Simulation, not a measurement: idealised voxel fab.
Process module in this document: voxel self aligned contacts
Square cell edge 5 nm, section width 265 nm, ID cut.
When this document writes out a cross-section, it uses a grid of square cells and lists it as bands, beginning at the top and moving down, with a band standing for one or more rows of cells. Each band's line starts with the height of the band's top and of its bottom, in nm. Then come its materials from left to right, each with its width in nm. One material with "full width" fills the band from edge to edge. "blank" is empty space. Height is counted from the level 0, under which the received wafer is composed throughout of one material. The lowest of the bands is not closed at the bottom but continues downward, in the notation "0 and below". It should be noted that a width expressed as "30..40" varies in equal increments from row to row of cells within the band, taking the value of the first number at the top row and that of the second number at the bottom row. "changes: none" (step): cross-section cells unchanged, all of them. The entry "Unvented internal voids" lists the empty spaces that cover at least 8 cells and have no open path to the top. Each is written as width x height at distance, where the distance is measured from the left edge and all three values are in nm. Formally, on a step line, whatever follows the settings is a remark that the simulator itself makes on the step. The "overlay nm" setting may appear on a step's line; for a step that uses a mask, it gives how far to the right of its planned position the mask lay, and a negative value indicates the left. Reading guide: pairs of cross-sections, before and after one process step; after view cut off at lowest changed band; step and settings listed under each pair. Pairs may stem from different runs of this module on the same starting wafer; continuity with the pair above only where the "Before-step section" entry states it.
Before-step section:
  60 down to 50 | 70 of SiO2, 50 of blank, 20 of SiO2, 50 of blank, 75 of SiO2
  50 down to 30 | 35 of SiO2, 50 of SiN, 20 of blank, 50 of SiN, 20 of blank, 50 of SiN, 40 of SiO2
  30 down to 10 | 35 of SiO2, 10 of SiN, 30 of polySi, 10 of SiN, 20 of blank, 10 of SiN, 30 of polySi, 10 of SiN, 20 of blank, 10 of SiN, 30 of polySi, 10 of SiN, 40 of SiO2
  10 down to 5 | 35 of SiO2, 10 of SiN, 30 of polySi, 10 of SiN, 20 of SiO2, 10 of SiN, 30 of polySi, 10 of SiN, 20 of SiO2, 10 of SiN, 30 of polySi, 10 of SiN, 40 of SiO2
  5 down to 0 | SiO2 full width
  0 and below | Si full width
  Unvented internal voids: none
Resulting Cross-Section:
  65 down to 60 | 75 of TiN, 40 of blank, 30 of TiN, 40 of blank, 80 of TiN
  60 down to 50 | 70 of SiO2, 5..20 of TiN, 40..10 of blank, 5..20 of TiN, 20 of SiO2, 5..20 of TiN, 40..10 of blank, 5..20 of TiN, 75 of SiO2
  50 down to 30 | 35 of SiO2, 50 of SiN, 5 of TiN, 10 of blank, 5 of TiN, 50 of SiN, 5 of TiN, 10 of blank, 5 of TiN, 50 of SiN, 40 of SiO2
  30 down to 15 | 35 of SiO2, 10 of SiN, 30 of polySi, 10 of SiN, 5 of TiN, 10 of blank, 5 of TiN, 10 of SiN, 30 of polySi, 10 of SiN, 5 of TiN, 10 of blank, 5 of TiN, 10 of SiN, 30 of polySi, 10 of SiN, 40 of SiO2
  15 down to 10 | 35 of SiO2, 10 of SiN, 30 of polySi, 10 of SiN, 20 of TiN, 10 of SiN, 30 of polySi, 10 of SiN, 20 of TiN, 10 of SiN, 30 of polySi, 10 of SiN, 40 of SiO2
  Lower than 10, everything is as it was.
  Unvented internal voids: none
In between the before and after cross-sections above, the step is CONFORMAL_DEP [material TiN] [thk nm 5]
Before-step section: the after view from the pair directly above serves as the before view here.
Resulting Cross-Section:
  75 down to 65 | Ru full width
  65 down to 60 | 75 of TiN, 40 of Ru, 30 of TiN, 40 of Ru, 80 of TiN
  60 down to 50 | 70 of SiO2, 5..20 of TiN, 40..10 of Ru, 5..20 of TiN, 20 of SiO2, 5..20 of TiN, 40..10 of Ru, 5..20 of TiN, 75 of SiO2
  50 down to 30 | 35 of SiO2, 50 of SiN, 5 of TiN, 10 of Ru, 5 of TiN, 50 of SiN, 5 of TiN, 10 of Ru, 5 of TiN, 50 of SiN, 40 of SiO2
  30 down to 15 | 35 of SiO2, 10 of SiN, 30 of polySi, 10 of SiN, 5 of TiN, 10 of Ru, 5 of TiN, 10 of SiN, 30 of polySi, 10 of SiN, 5 of TiN, 10 of Ru, 5 of TiN, 10 of SiN, 30 of polySi, 10 of SiN, 40 of SiO2
  Lower than 15, everything is as it was.
  Unvented internal voids: none
In between the before and after cross-sections above, the step is FILL_DEP [material Ru] [thk nm 10]
Before-step section: the after view from the pair directly above serves as the before view here.
Resulting Cross-Section:
  60 down to 50 | 70 of SiO2, 5..20 of TiN, 40..10 of Ru, 5..20 of TiN, 20 of SiO2, 5..20 of TiN, 40..10 of Ru, 5..20 of TiN, 75 of SiO2
  Lower than 50, everything is as it was.
  Unvented internal voids: none
In between the before and after cross-sections above, the step is CMP [height nm 60]
Before-step section: the after view from the pair directly above serves as the before view here.
Resulting Cross-Section:
  65 down to 60 | SiN full width
  Lower than 60, everything is as it was.
  Unvented internal voids: none
In between the before and after cross-sections above, the step is CONFORMAL_DEP [material SiN] [thk nm 5]
Before-step section:
  60 down to 50 | SiO2 full width
  50 down to 30 | 35 of SiO2, 50 of SiN, 20 of SiO2, 50 of SiN, 20 of SiO2, 50 of SiN, 40 of SiO2
  30 down to 5 | 35 of SiO2, 10 of SiN, 30 of polySi, 10 of SiN, 20 of SiO2, 10 of SiN, 30 of polySi, 10 of SiN, 20 of SiO2, 10 of SiN, 30 of polySi, 10 of SiN, 40 of SiO2
  5 down to 0 | SiO2 full width
  0 and below | Si full width
  Unvented internal voids: none
Resulting Cross-Section:
  60 down to 50 | 75 of SiO2, 40 of blank, 30 of SiO2, 40 of blank, 80 of SiO2
  50 down to 30 | 35 of SiO2, 50 of SiN, 20 of blank, 50 of SiN, 20 of blank, 50 of SiN, 40 of SiO2
  30 down to 5 | 35 of SiO2, 10 of SiN, 30 of polySi, 10 of SiN, 20 of blank, 10 of SiN, 30 of polySi, 10 of SiN, 20 of blank, 10 of SiN, 30 of polySi, 10 of SiN, 40 of SiO2
  5 down to 0 | 85 of SiO2, 20 of blank, 50 of SiO2, 20 of blank, 90 of SiO2
  Lower than 0, everything is as it was.
  Unvented internal voids: none
In between the before and after cross-sections above, the step is MASKED_ETCH [tone open] [mask id CONTACT] [width nm 40] [pitch nm 70] [etch materials SiO2] [depth nm 60] [overlay nm 0]
Before-step section: the after view from the pair directly above serves as the before view here.
Resulting Cross-Section:
  65 down to 60 | 80 of TiN, 30 of blank, 40 of TiN, 30 of blank, 85 of TiN
  60 down to 50 | 75 of SiO2, 5..15 of TiN, 30..10 of blank, 5..15 of TiN, 30 of SiO2, 5..15 of TiN, 30..10 of blank, 5..15 of TiN, 80 of SiO2
  50 down to 30 | 35 of SiO2, 50 of SiN, 5 of TiN, 10 of blank, 5 of TiN, 50 of SiN, 5 of TiN, 10 of blank, 5 of TiN, 50 of SiN, 40 of SiO2
  30 down to 5 | 35 of SiO2, 10 of SiN, 30 of polySi, 10 of SiN, 5 of TiN, 10 of blank, 5 of TiN, 10 of SiN, 30 of polySi, 10 of SiN, 5 of TiN, 10 of blank, 5 of TiN, 10 of SiN, 30 of polySi, 10 of SiN, 40 of SiO2
  5 down to 0 | 85 of SiO2, 20 of TiN, 50 of SiO2, 20 of TiN, 90 of SiO2
  Lower than 0, everything is as it was.
  Unvented internal voids: none
In between the before and after cross-sections above, the step is CONFORMAL_DEP [material TiN] [thk nm 5]
Before-step section: the after view from the pair directly above serves as the before view here.
Resulting Cross-Section:
  75 down to 65 | Ru full width
  65 down to 60 | 80 of TiN, 30 of Ru, 40 of TiN, 30 of Ru, 85 of TiN
  60 down to 50 | 75 of SiO2, 5..15 of TiN, 30..10 of Ru, 5..15 of TiN, 30 of SiO2, 5..15 of TiN, 30..10 of Ru, 5..15 of TiN, 80 of SiO2
  50 down to 30 | 35 of SiO2, 50 of SiN, 5 of TiN, 10 of Ru, 5 of TiN, 50 of SiN, 5 of TiN, 10 of Ru, 5 of TiN, 50 of SiN, 40 of SiO2
  30 down to 5 | 35 of SiO2, 10 of SiN, 30 of polySi, 10 of SiN, 5 of TiN, 10 of Ru, 5 of TiN, 10 of SiN, 30 of polySi, 10 of SiN, 5 of TiN, 10 of Ru, 5 of TiN, 10 of SiN, 30 of polySi, 10 of SiN, 40 of SiO2
  Lower than 5, everything is as it was.
  Unvented internal voids: none
In between the before and after cross-sections above, the step is FILL_DEP [material Ru] [thk nm 10]
Before-step section: the after view from the pair directly above serves as the before view here.
Resulting Cross-Section:
  60 down to 50 | 75 of SiO2, 5..15 of TiN, 30..10 of Ru, 5..15 of TiN, 30 of SiO2, 5..15 of TiN, 30..10 of Ru, 5..15 of TiN, 80 of SiO2
  Lower than 50, everything is as it was.
  Unvented internal voids: none
In between the before and after cross-sections above, the step is CMP [height nm 60]
Before-step section: the after view from the pair directly above serves as the before view here.
Resulting Cross-Section:
  65 down to 60 | SiN full width
  Lower than 60, everything is as it was.
  Unvented internal voids: none
In between the before and after cross-sections above, the step is CONFORMAL_DEP [material SiN] [thk nm 5]
Before-step section:
  50 down to 30 | SiN full width
  30 down to 5 | polySi full width
  5 down to 0 | SiO2 full width
  0 and below | Si full width
  Unvented internal voids: none
Resulting Cross-Section:
  70 down to 50 | 40 of blank, 30 of resist, 40 of blank, 30 of resist, 40 of blank, 30 of resist, 55 of blank
  Lower than 50, everything is as it was.
  Unvented internal voids: none
In between the before and after cross-sections above, the step is PATTERN [tone cover] [mask id GATE] [material resist] [width nm 30] [pitch nm 70] [thk nm 20] [overlay nm -5]
Before-step section: the after view from the pair directly above serves as the before view here.
Resulting Cross-Section:
  70 down to 50 | 40 of blank, 30 of resist, 40 of blank, 30 of resist, 40 of blank, 30 of resist, 55 of blank
  50 down to 30 | 40 of blank, 30 of SiN, 40 of blank, 30 of SiN, 40 of blank, 30 of SiN, 55 of blank
  Lower than 30, everything is as it was.
  Unvented internal voids: none
In between the before and after cross-sections above, the step is DIRECTIONAL_ETCH [etch materials SiN] [depth nm 20]
Before-step section: the after view from the pair directly above serves as the before view here.
Resulting Cross-Section:
  70 down to 50 | 40 of blank, 30 of resist, 40 of blank, 30 of resist, 40 of blank, 30 of resist, 55 of blank
  50 down to 30 | 40 of blank, 30 of SiN, 40 of blank, 30 of SiN, 40 of blank, 30 of SiN, 55 of blank
  30 down to 5 | 40 of blank, 30 of polySi, 40 of blank, 30 of polySi, 40 of blank, 30 of polySi, 55 of blank
  Lower than 5, everything is as it was.
  Unvented internal voids: none
In between the before and after cross-sections above, the step is DIRECTIONAL_ETCH [etch materials polySi] [depth nm 25]
Before-step section: the after view from the pair directly above serves as the before view here.
Resulting Cross-Section:
  50 down to 30 | 40 of blank, 30 of SiN, 40 of blank, 30 of SiN, 40 of blank, 30 of SiN, 55 of blank
  Lower than 30, everything is as it was.
  Unvented internal voids: none
In between the before and after cross-sections above, the step is STRIP [etch materials resist]
Before-step section: the after view from the pair directly above serves as the before view here.
Resulting Cross-Section:
  60 down to 30 | 30 of blank, 50 of SiN, 20 of blank, 50 of SiN, 20 of blank, 50 of SiN, 45 of blank
  30 down to 15 | 30 of blank, 10 of SiN, 30 of polySi, 10 of SiN, 20 of blank, 10 of SiN, 30 of polySi, 10 of SiN, 20 of blank, 10 of SiN, 30 of polySi, 10 of SiN, 45 of blank
  15 down to 5 | 40 of SiN, 30 of polySi, 40 of SiN, 30 of polySi, 40 of SiN, 30 of polySi, 55 of SiN
  Lower than 5, everything is as it was.
  Unvented internal voids: none
In between the before and after cross-sections above, the step is CONFORMAL_DEP [material SiN] [thk nm 10]
Before-step section: the after view from the pair directly above serves as the before view here.
Resulting Cross-Section:
  50 down to 30 | 30 of blank, 50 of SiN, 20 of blank, 50 of SiN, 20 of blank, 50 of SiN, 45 of blank
  30 down to 5 | 30 of blank, 10 of SiN, 30 of polySi, 10 of SiN, 20 of blank, 10 of SiN, 30 of polySi, 10 of SiN, 20 of blank, 10 of SiN, 30 of polySi, 10 of SiN, 45 of blank
  Lower than 5, everything is as it was.
  Unvented internal voids: none
In between the before and after cross-sections above, the step is DIRECTIONAL_ETCH [etch materials SiN] [depth nm 10]
Before-step section: the after view from the pair directly above serves as the before view here.
Resulting Cross-Section:
  65 down to 50 | SiO2 full width
  50 down to 30 | 30 of SiO2, 50 of SiN, 20 of SiO2, 50 of SiN, 20 of SiO2, 50 of SiN, 45 of SiO2
  30 down to 5 | 30 of SiO2, 10 of SiN, 30 of polySi, 10 of SiN, 20 of SiO2, 10 of SiN, 30 of polySi, 10 of SiN, 20 of SiO2, 10 of SiN, 30 of polySi, 10 of SiN, 45 of SiO2
  Lower than 5, everything is as it was.
  Unvented internal voids: none
In between the before and after cross-sections above, the step is FILL_DEP [material SiO2] [thk nm 15]
Before-step section: the after view from the pair directly above serves as the before view here.
Resulting Cross-Section:
  60 down to 50 | SiO2 full width
  Lower than 50, everything is as it was.
  Unvented internal voids: none
In between the before and after cross-sections above, the step is CMP [height nm 60]
Before-step section: the after view from the pair directly above serves as the before view here.
Resulting Cross-Section:
  60 down to 50 | 70 of SiO2, 50 of blank, 20 of SiO2, 50 of blank, 75 of SiO2
  50 down to 30 | 30 of SiO2, 50 of SiN, 20 of blank, 50 of SiN, 20 of blank, 50 of SiN, 45 of SiO2
  30 down to 5 | 30 of SiO2, 10 of SiN, 30 of polySi, 10 of SiN, 20 of blank, 10 of SiN, 30 of polySi, 10 of SiN, 20 of blank, 10 of SiN, 30 of polySi, 10 of SiN, 45 of SiO2
  5 down to 0 | 80 of SiO2, 20 of blank, 50 of SiO2, 20 of blank, 95 of SiO2
  Lower than 0, everything is as it was.
  Unvented internal voids: none
In between the before and after cross-sections above, the step is MASKED_ETCH [tone open] [mask id CONTACT] [width nm 50] [pitch nm 70] [etch materials SiO2] [depth nm 60] [overlay nm 0]
Before-step section: the after view from the pair directly above serves as the before view here.
Resulting Cross-Section:
  65 down to 60 | 75 of TiN, 40 of blank, 30 of TiN, 40 of blank, 80 of TiN
  60 down to 50 | 70 of SiO2, 5..15 of TiN, 40..10 of blank, 5..25 of TiN, 20 of SiO2, 5..15 of TiN, 40..10 of blank, 5..25 of TiN, 75 of SiO2
  50 down to 30 | 30 of SiO2, 50 of SiN, 5 of TiN, 10 of blank, 5 of TiN, 50 of SiN, 5 of TiN, 10 of blank, 5 of TiN, 50 of SiN, 45 of SiO2
  30 down to 5 | 30 of SiO2, 10 of SiN, 30 of polySi, 10 of SiN, 5 of TiN, 10 of blank, 5 of TiN, 10 of SiN, 30 of polySi, 10 of SiN, 5 of TiN, 10 of blank, 5 of TiN, 10 of SiN, 30 of polySi, 10 of SiN, 45 of SiO2
  5 down to 0 | 80 of SiO2, 20 of TiN, 50 of SiO2, 20 of TiN, 95 of SiO2
  Lower than 0, everything is as it was.
  Unvented internal voids: none
In between the before and after cross-sections above, the step is CONFORMAL_DEP [material TiN] [thk nm 5]
Before-step section: the after view from the pair directly above serves as the before view here.
Resulting Cross-Section:
  75 down to 65 | Ru full width
  65 down to 60 | 75 of TiN, 40 of Ru, 30 of TiN, 40 of Ru, 80 of TiN
  60 down to 50 | 70 of SiO2, 5..15 of TiN, 40..10 of Ru, 5..25 of TiN, 20 of SiO2, 5..15 of TiN, 40..10 of Ru, 5..25 of TiN, 75 of SiO2
  50 down to 30 | 30 of SiO2, 50 of SiN, 5 of TiN, 10 of Ru, 5 of TiN, 50 of SiN, 5 of TiN, 10 of Ru, 5 of TiN, 50 of SiN, 45 of SiO2
  30 down to 5 | 30 of SiO2, 10 of SiN, 30 of polySi, 10 of SiN, 5 of TiN, 10 of Ru, 5 of TiN, 10 of SiN, 30 of polySi, 10 of SiN, 5 of TiN, 10 of Ru, 5 of TiN, 10 of SiN, 30 of polySi, 10 of SiN, 45 of SiO2
  Lower than 5, everything is as it was.
  Unvented internal voids: none
In between the before and after cross-sections above, the step is FILL_DEP [material Ru] [thk nm 10]
Before-step section: the after view from the pair directly above serves as the before view here.
Resulting Cross-Section:
  60 down to 50 | 70 of SiO2, 5..15 of TiN, 40..10 of Ru, 5..25 of TiN, 20 of SiO2, 5..15 of TiN, 40..10 of Ru, 5..25 of TiN, 75 of SiO2
  Lower than 50, everything is as it was.
  Unvented internal voids: none
In between the before and after cross-sections above, the step is CMP [height nm 60]
Before-step section: the after view from the pair directly above serves as the before view here.
Resulting Cross-Section:
  65 down to 60 | SiN full width
  Lower than 60, everything is as it was.
  Unvented internal voids: none
In between the before and after cross-sections above, the step is CONFORMAL_DEP [material SiN] [thk nm 5]
Before-step section:
  5 down to 0 | SiO2 full width
  0 and below | Si full width
  Unvented internal voids: none
Resulting Cross-Section:
  30 down to 5 | TiN full width
  Lower than 5, everything is as it was.
  Unvented internal voids: none
In between the before and after cross-sections above, the step is DIRECTIONAL_DEP [material TiN] [thk nm 25]
Before-step section: the after view from the pair directly above serves as the before view here.
Resulting Cross-Section:
  50 down to 30 | SiN full width
  Lower than 30, everything is as it was.
  Unvented internal voids: none
In between the before and after cross-sections above, the step is DIRECTIONAL_DEP [material SiN] [thk nm 20]
Before-step section: the after view from the pair directly above serves as the before view here.
Resulting Cross-Section:
  70 down to 50 | 45 of blank, 30 of resist, 40 of blank, 30 of resist, 40 of blank, 30 of resist, 50 of blank
  Lower than 50, everything is as it was.
  Unvented internal voids: none
In between the before and after cross-sections above, the step is PATTERN [tone cover] [mask id GATE] [material resist] [width nm 30] [pitch nm 70] [thk nm 20] [overlay nm 0]
Before-step section: the after view from the pair directly above serves as the before view here.
Resulting Cross-Section:
  70 down to 50 | 45 of blank, 30 of resist, 40 of blank, 30 of resist, 40 of blank, 30 of resist, 50 of blank
  50 down to 30 | 45 of blank, 30 of SiN, 40 of blank, 30 of SiN, 40 of blank, 30 of SiN, 50 of blank
  Lower than 30, everything is as it was.
  Unvented internal voids: none
In between the before and after cross-sections above, the step is DIRECTIONAL_ETCH [etch materials SiN] [depth nm 20]
Before-step section: the after view from the pair directly above serves as the before view here.
Resulting Cross-Section:
  50 down to 30 | 45 of blank, 30 of SiN, 40 of blank, 30 of SiN, 40 of blank, 30 of SiN, 50 of blank
  Lower than 30, everything is as it was.
  Unvented internal voids: none
In between the before and after cross-sections above, the step is STRIP [etch materials resist]
Before-step section: the after view from the pair directly above serves as the before view here.
Resulting Cross-Section:
  60 down to 40 | 35 of blank, 50 of SiN, 20 of blank, 50 of SiN, 20 of blank, 50 of SiN, 40 of blank
  40 down to 30 | SiN full width
  Lower than 30, everything is as it was.
  Unvented internal voids: none
In between the before and after cross-sections above, the step is CONFORMAL_DEP [material SiN] [thk nm 10]
Before-step section: the after view from the pair directly above serves as the before view here.
Resulting Cross-Section:
  50 down to 30 | 35 of blank, 50 of SiN, 20 of blank, 50 of SiN, 20 of blank, 50 of SiN, 40 of blank
  Lower than 30, everything is as it was.
  Unvented internal voids: none
In between the before and after cross-sections above, the step is DIRECTIONAL_ETCH [etch materials SiN] [depth nm 10]
Before-step section: the after view from the pair directly above serves as the before view here.
Resulting Cross-Section:
  65 down to 50 | SiO2 full width
  50 down to 30 | 35 of SiO2, 50 of SiN, 20 of SiO2, 50 of SiN, 20 of SiO2, 50 of SiN, 40 of SiO2
  Lower than 30, everything is as it was.
  Unvented internal voids: none
In between the before and after cross-sections above, the step is FILL_DEP [material SiO2] [thk nm 15]
Before-step section: the after view from the pair directly above serves as the before view here.
Resulting Cross-Section:
  60 down to 50 | SiO2 full width
  Lower than 50, everything is as it was.
  Unvented internal voids: none
In between the before and after cross-sections above, the step is CMP [height nm 60]
Before-step section: the after view from the pair directly above serves as the before view here.
Resulting Cross-Section:
  60 down to 50 | 70 of SiO2, 50 of blank, 20 of SiO2, 50 of blank, 75 of SiO2
  50 down to 30 | 35 of SiO2, 50 of SiN, 20 of blank, 50 of SiN, 20 of blank, 50 of SiN, 40 of SiO2
  Lower than 30, everything is as it was.
  Unvented internal voids: none
In between the before and after cross-sections above, the step is MASKED_ETCH [tone open] [mask id CONTACT] [width nm 50] [pitch nm 70] [etch materials SiO2] [depth nm 60] [overlay nm 0]
Before-step section: the after view from the pair directly above serves as the before view here.
Resulting Cross-Section:
  65 down to 60 | 75 of TiN, 40 of blank, 30 of TiN, 40 of blank, 80 of TiN
  60 down to 50 | 70 of SiO2, 5..20 of TiN, 40..10 of blank, 5..20 of TiN, 20 of SiO2, 5..20 of TiN, 40..10 of blank, 5..20 of TiN, 75 of SiO2
  50 down to 35 | 35 of SiO2, 50 of SiN, 5 of TiN, 10 of blank, 5 of TiN, 50 of SiN, 5 of TiN, 10 of blank, 5 of TiN, 50 of SiN, 40 of SiO2
  35 down to 30 | 35 of SiO2, 50 of SiN, 20 of TiN, 50 of SiN, 20 of TiN, 50 of SiN, 40 of SiO2
  Lower than 30, everything is as it was.
  Unvented internal voids: none
In between the before and after cross-sections above, the step is CONFORMAL_DEP [material TiN] [thk nm 5]
Before-step section: the after view from the pair directly above serves as the before view here.
Resulting Cross-Section:
  75 down to 65 | Ru full width
  65 down to 60 | 75 of TiN, 40 of Ru, 30 of TiN, 40 of Ru, 80 of TiN
  60 down to 50 | 70 of SiO2, 5..20 of TiN, 40..10 of Ru, 5..20 of TiN, 20 of SiO2, 5..20 of TiN, 40..10 of Ru, 5..20 of TiN, 75 of SiO2
  50 down to 35 | 35 of SiO2, 50 of SiN, 5 of TiN, 10 of Ru, 5 of TiN, 50 of SiN, 5 of TiN, 10 of Ru, 5 of TiN, 50 of SiN, 40 of SiO2
  Lower than 35, everything is as it was.
  Unvented internal voids: none
In between the before and after cross-sections above, the step is FILL_DEP [material Ru] [thk nm 10]
Before-step section: the after view from the pair directly above serves as the before view here.
Resulting Cross-Section:
  60 down to 50 | 70 of SiO2, 5..20 of TiN, 40..10 of Ru, 5..20 of TiN, 20 of SiO2, 5..20 of TiN, 40..10 of Ru, 5..20 of TiN, 75 of SiO2
  Lower than 50, everything is as it was.
  Unvented internal voids: none
In between the before and after cross-sections above, the step is CMP [height nm 60]
Before-step section: the after view from the pair directly above serves as the before view here.
Resulting Cross-Section:
  65 down to 60 | SiN full width
  Lower than 60, everything is as it was.
  Unvented internal voids: none
In between the before and after cross-sections above, the step is CONFORMAL_DEP [material SiN] [thk nm 5]
Before-step section:
  60 down to 50 | SiO2 full width
  50 down to 30 | 35 of SiO2, 50 of SiN, 20 of SiO2, 50 of SiN, 20 of SiO2, 50 of SiN, 40 of SiO2
  30 down to 5 | 35 of SiO2, 10 of SiN, 30 of polySi, 10 of SiN, 20 of SiO2, 10 of SiN, 30 of polySi, 10 of SiN, 20 of SiO2, 10 of SiN, 30 of polySi, 10 of SiN, 40 of SiO2
  5 down to 0 | SiO2 full width
  0 and below | Si full width
  Unvented internal voids: none
Resulting Cross-Section:
  60 down to 50 | 70 of blank, 50 of SiO2, 20 of blank, 50 of SiO2, 75 of blank
  50 down to 30 | 35 of blank, 50 of SiN, 20 of SiO2, 50 of SiN, 20 of SiO2, 50 of SiN, 40 of blank
  30 down to 5 | 35 of blank, 10 of SiN, 30 of polySi, 10 of SiN, 20 of SiO2, 10 of SiN, 30 of polySi, 10 of SiN, 20 of SiO2, 10 of SiN, 30 of polySi, 10 of SiN, 40 of blank
  5 down to 0 | 35 of blank, 190 of SiO2, 40 of blank
  Lower than 0, everything is as it was.
  Unvented internal voids: none
In between the before and after cross-sections above, the step is MASKED_ETCH [tone cover] [mask id CONTACT] [width nm 50] [pitch nm 70] [etch materials SiO2] [depth nm 60] [overlay nm 0]
Before-step section: the after view from the pair directly above serves as the before view here.
Resulting Cross-Section:
  65 down to 60 | 65 of blank, 60 of TiN, 10 of blank, 60 of TiN, 70 of blank
  60 down to 55 | 65 of blank, 5 of TiN, 50 of SiO2, 5 of TiN, 10 of blank, 5 of TiN, 50 of SiO2, 5 of TiN, 70 of blank
  55 down to 50 | 30 of blank, 40 of TiN, 50 of SiO2, 20 of TiN, 50 of SiO2, 40 of TiN, 35 of blank
  50 down to 30 | 30 of blank, 5 of TiN, 50 of SiN, 20 of SiO2, 50 of SiN, 20 of SiO2, 50 of SiN, 5 of TiN, 35 of blank
  30 down to 5 | 30 of blank, 5 of TiN, 10 of SiN, 30 of polySi, 10 of SiN, 20 of SiO2, 10 of SiN, 30 of polySi, 10 of SiN, 20 of SiO2, 10 of SiN, 30 of polySi, 10 of SiN, 5 of TiN, 35 of blank
  5 down to 0 | 35 of TiN, 190 of SiO2, 40 of TiN
  Lower than 0, everything is as it was.
  Unvented internal voids: none
In between the before and after cross-sections above, the step is CONFORMAL_DEP [material TiN] [thk nm 5]
Before-step section: the after view from the pair directly above serves as the before view here.
Resulting Cross-Section:
  75 down to 65 | Ru full width
  65 down to 60 | 65 of Ru, 60 of TiN, 10 of Ru, 60 of TiN, 70 of Ru
  60 down to 55 | 65 of Ru, 5 of TiN, 50 of SiO2, 5 of TiN, 10 of Ru, 5 of TiN, 50 of SiO2, 5 of TiN, 70 of Ru
  55 down to 50 | 30 of Ru, 40 of TiN, 50 of SiO2, 20 of TiN, 50 of SiO2, 40 of TiN, 35 of Ru
  50 down to 30 | 30 of Ru, 5 of TiN, 50 of SiN, 20 of SiO2, 50 of SiN, 20 of SiO2, 50 of SiN, 5 of TiN, 35 of Ru
  30 down to 5 | 30 of Ru, 5 of TiN, 10 of SiN, 30 of polySi, 10 of SiN, 20 of SiO2, 10 of SiN, 30 of polySi, 10 of SiN, 20 of SiO2, 10 of SiN, 30 of polySi, 10 of SiN, 5 of TiN, 35 of Ru
  Lower than 5, everything is as it was.
  Unvented internal voids: none
In between the before and after cross-sections above, the step is FILL_DEP [material Ru] [thk nm 10]
Before-step section: the after view from the pair directly above serves as the before view here.
Resulting Cross-Section:
  60 down to 55 | 65 of Ru, 5 of TiN, 50 of SiO2, 5 of TiN, 10 of Ru, 5 of TiN, 50 of SiO2, 5 of TiN, 70 of Ru
  Lower than 55, everything is as it was.
  Unvented internal voids: none
In between the before and after cross-sections above, the step is CMP [height nm 60]
Before-step section: the after view from the pair directly above serves as the before view here.
Resulting Cross-Section:
  65 down to 60 | SiN full width
  Lower than 60, everything is as it was.
  Unvented internal voids: none
In between the before and after cross-sections above, the step is CONFORMAL_DEP [material SiN] [thk nm 5]
